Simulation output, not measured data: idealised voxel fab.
The following is a process module called voxel self aligned vias.
The figure presents cross-section cut, which has a width of 175 nm and is divided into square cells with an edge length of 5 nm.
A cross-section is written here as square cells arranged in a grid, and it is given in bands from the top down, each band taking up one or more rows of cells. The entry gives the band's vertical extent as a top height and a bottom height in nm, then its horizontal make-up as materials from left to right, each with a width in nm. "blank" stands for empty space; a single material marked "edge to edge" fills the band edge to edge. Beneath 0, the wafer as received is one material, and that level is where height counting begins. The lowest band goes on downward without a bottom; it is written like "0..down". The two numbers in a width such as "30->40" mark its ends across the band: the first belongs to the top row of cells, the second to the bottom row, and from each row to the next the width moves by the same amount. For the purposes of this document, the phrase "remained unchanged" attached to a step denotes that no cell within the cross-section was modified by that step. Fully enclosed voids: empty space of 8 cells or more with no open way to the top, each as width x height at its distance from the left edge, in nm. On a step's line, text after the settings is the simulator commenting on that step. The setting "overlay nm" may be written on the line of a step. When the step uses a mask, the value reports how far to the right of the planned place the mask lay, and a negative value reports that it lay to the left.
[Planned step list for the process]
1 RECEIVE [material Si]
2 CONFORMAL_DEP [material SiO2] [thk nm 10]
3 CONFORMAL_DEP [material SiCN] [thk nm 5]
4 DIRECTIONAL_DEP [material SiO2] [thk nm 20]
5 DIRECTIONAL_DEP [material aC] [thk nm 10]
6 PATTERN [tone open] [mask id LINES] [material resist] [width nm 20] [pitch nm 50] [thk nm 25] [overlay nm 0]
7 DIRECTIONAL_ETCH [etch materials aC] [depth nm 10]
8 STRIP [etch materials resist]
9 DIRECTIONAL_ETCH [etch materials SiO2] [depth nm 20]
10 STRIP [etch materials aC]
11 CONFORMAL_DEP [material TiN] [thk nm 5]
12 FILL_DEP [material W] [thk nm 5]
13 CMP [height nm 35]
14 SELECTIVE_ETCH [etch materials W Ru TiN] [depth nm 5]
15 FILL_DEP [material SiN] [thk nm 10]
16 CMP [height nm 35]
17 DIRECTIONAL_DEP [material SiO2] [thk nm 15]
18 MASKED_ETCH [tone open] [mask id VIAS] [width nm 30] [pitch nm 100] [etch materials SiO2] [depth nm 15] [overlay nm 0]
19 MASKED_ETCH [tone open] [mask id VIAS] [width nm 30] [pitch nm 100] [etch materials SiN] [depth nm 5] [overlay nm 0]
20 CONFORMAL_DEP [material TiN] [thk nm 5]
21 FILL_DEP [material Ru] [thk nm 5]
22 CMP [height nm 50]
23 CONFORMAL_DEP [material SiCN] [thk nm 5]
[Here's what the wafer looked like in cross-section when it arrived - that's after step 1]
  0..down | Si edge to edge
  Fully enclosed voids: none
[Figure: cross-sectional view of the wafer upon completion of the module, processed from the initial state and according to the plan depicted above, with one error introduced during execution]
  55..50 | SiCN edge to edge
  50..40 | SiO2 20 nm / TiN 5 nm / Ru 20 nm / TiN 5 nm / SiO2 70 nm / TiN 5 nm / Ru 20 nm / TiN 5 nm / SiO2 25 nm
  40..35 | SiO2 20 nm / TiN 30 nm / SiO2 70 nm / TiN 30 nm / SiO2 25 nm
  35..30 | SiCN edge to edge
  30..0 | SiO2 edge to edge
  0..down | Si edge to edge
  Fully enclosed voids: none
In executing the process, a mistake was made relative to the plan: step 4 occupied the plan position of step 3, and the converse holds as well
